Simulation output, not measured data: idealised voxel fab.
You're looking at the process module voxel self aligned vias.
Each square cell in cross-section cut measures 5 nm, and the section as a whole is 155 nm wide.
Reading order for cross-sections: top band down to bottom band. Underlying form: a grid of square cells. Band size: one or more rows of cells. Basically the band line says how high the top is and how high the bottom is, in nm, and then what's in it from left to right, every material with its width in nm. Empty space shows up as "empty", and if a single material carries "everywhere" it runs the full band edge to edge. Height reference: 0 = level under which incoming wafer is all one material. Lowest band: no bottom, runs on downward, e.g. "0 nm and below". Quick explanation for "30->40": the width changes in equal steps down the rows of cells, from the first number in the band's top row to the second number in its bottom row. Where the words "same as before" appear for a step, the cross-section shows no cell changed by that step; every cell remained as before. Entry "closed voids" = empty spaces >= 8 cells with no open way to the top; each as width x height at distance, distance from left edge, all nm. On a step's line, text after the settings is the simulator commenting on that step. overlay nm: right-of-plan distance of the mask on a masked step; negative values mean left-of-plan.
The planned process steps are enumerated hereunder
1,op RECEIVE | material Si
2,op CONFORMAL_DEP | material SiO2 | thk nm 15
3,op CONFORMAL_DEP | material SiCN | thk nm 5
4,op DIRECTIONAL_DEP | material SiO2 | thk nm 25
5,op PATTERN | tone open | mask id LINES | material resist | width nm 30 | pitch nm 55 | thk nm 15 | overlay nm 0
6,op DIRECTIONAL_ETCH | etch materials SiO2 | depth nm 25
7,op STRIP | etch materials resist
8,op CONFORMAL_DEP | material TiN | thk nm 5
9,op FILL_DEP | material W | thk nm 10
10,op CMP | height nm 45
11,op SELECTIVE_ETCH | etch materials W Ru TiN | depth nm 5
12,op FILL_DEP | material SiN | thk nm 10
13,op CMP | height nm 45
14,op DIRECTIONAL_DEP | material SiO2 | thk nm 15
15,op MASKED_ETCH | tone open | mask id VIAS | width nm 40 | pitch nm 55 | etch materials SiO2 | depth nm 15 | overlay nm 0
16,op MASKED_ETCH | tone open | mask id VIAS | width nm 40 | pitch nm 55 | etch materials SiN | depth nm 5 | overlay nm 0
17,op CONFORMAL_DEP | material TiN | thk nm 5
18,op FILL_DEP | material Ru | thk nm 10
19,op CMP | height nm 60
20,op CONFORMAL_DEP | material SiCN | thk nm 5
Delivered wafer in cross-section: state after step 1
    0 nm and below = Si everywhere
    closed voids: none
End-of-module XS, first of two wafers, run as planned
    65 nm to 60 nm = SiCN everywhere
    60 nm to 50 nm = SiO2=30, TiN=5, Ru=30, TiN=5, SiO2=15, TiN=5, Ru=30, TiN=5, SiO2=30
    50 nm to 45 nm = SiO2=30, TiN=10, Ru=20, TiN=10, SiO2=15, TiN=10, Ru=20, TiN=10, SiO2=30
    45 nm to 40 nm = SiO2=35, TiN=30, SiO2=25, TiN=30, SiO2=35
    40 nm to 25 nm = SiO2=35, TiN=5, W=20, TiN=5, SiO2=25, TiN=5, W=20, TiN=5, SiO2=35
    25 nm to 20 nm = SiO2=35, TiN=30, SiO2=25, TiN=30, SiO2=35
    20 nm to 15 nm = SiCN everywhere
    15 nm to 0 nm = SiO2 everywhere
    0 nm and below = Si everywhere
    closed voids: none
Wafer two (of two), end-of-module cross-section: start = wafer one, plan = wafer one, one run mistake
    80 nm to 75 nm = SiCN everywhere
    75 nm to 65 nm = Ru everywhere
    65 nm to 60 nm = TiN=35, Ru=30, TiN=25, Ru=30, TiN=35
    60 nm to 50 nm = SiO2=30, TiN=5, Ru=30, TiN=5, SiO2=15, TiN=5, Ru=30, TiN=5, SiO2=30
    50 nm to 45 nm = SiO2=30, TiN=10, Ru=20, TiN=10, SiO2=15, TiN=10, Ru=20, TiN=10, SiO2=30
    45 nm to 40 nm = SiO2=35, TiN=30, SiO2=25, TiN=30, SiO2=35
    40 nm to 25 nm = SiO2=35, TiN=5, W=20, TiN=5, SiO2=25, TiN=5, W=20, TiN=5, SiO2=35
    25 nm to 20 nm = SiO2=35, TiN=30, SiO2=25, TiN=30, SiO2=35
    20 nm to 15 nm = SiCN everywhere
    15 nm to 0 nm = SiO2 everywhere
    0 nm and below = Si everywhere
    closed voids: none
It is concluded that the wafer was processed incorrectly with respect to the plan, in that not run: step 19 of the plan (skipped)
Heads up, by the end the second wafer has more or fewer cells of some materials compared to the first: Ru +74, TiN +19
